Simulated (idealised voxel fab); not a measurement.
Module name: voxel released beams (process module)
Displayed cross-section: cut, width of 200 nm, square cells sized 5 nm.
Think of the cross-section as a grid of square cells. We describe it in bands, top to bottom, and each band covers one or more rows of those cells.
Basically the band line says how high the top is and how high the bottom is, in nm, and then what's in it from left to right, every material with its width in nm. Empty space shows up as "empty", and if a single material carries "everywhere" it runs the full band edge to edge.
Note: height 0 marks the level under which the wafer is uniformly one material as received. Lowest band unbounded below, written "from 0 down".
Think of "30->40" as a width that walks from the first number to the second as you go down the band, top row to bottom row, taking equal-sized steps from row to row.
It should be understood that the words "nothing changed", when stated for a given step, signify that the cross-section underwent no change in any of its cells during that step.
Closed empty spaces (no open way to the top) of 8 cells or more are what "closed voids" lists, each as width x height at distance from the left edge, nm for all three.
If you see something after the settings on a step's line, that's the simulator's own remark about that step.
Each step line may optionally specify "overlay nm", which for a step with a mask gives the rightward distance between the mask's planned place and where it lay, a negative value indicating the leftward direction.
-- List of planned process steps
1: RECEIVE, material Si
2: CONFORMAL_DEP, material Al2O3, thk nm 10
3: DIRECTIONAL_DEP, material SiO2, thk nm 20
4: PATTERN, tone open, mask id ANCHOR, material resist, width nm 25, thk nm 20, overlay nm 0
5: DIRECTIONAL_ETCH, etch materials SiO2, depth nm 20
6: STRIP, etch materials resist
7: CONFORMAL_DEP, material W, thk nm 10
8: MASKED_ETCH, tone cover, mask id BEAM, width nm 90, etch materials W, depth nm 10, overlay nm 0
9: STRIP, etch materials SiO2
-- So this is the incoming wafer in cross-section - it's already been through step 1
> from 0 down = Si everywhere
> closed voids: none
-- The following cross-section depicts the wafer upon conclusion of the module. Processing commenced from the starting condition illustrated above and adhered to the plan illustrated above, save for one mistake in execution
> from 40 to 30 = empty 50; W 40; empty 110
> from 30 to 20 = empty 45; W 10; SiO2 25; W 10; empty 110
> from 20 to 10 = empty 45; W 10; SiO2 25; W 60; empty 60
> from 10 to 0 = Al2O3 everywhere
> from 0 down = Si everywhere
> closed voids: none
What broke from the plan during processing? step 4 was run on a setting that differed from the plan, and what really ran there is PATTERN, tone cover, mask id ANCHOR, material resist, width nm 25, thk nm 20, overlay nm 0
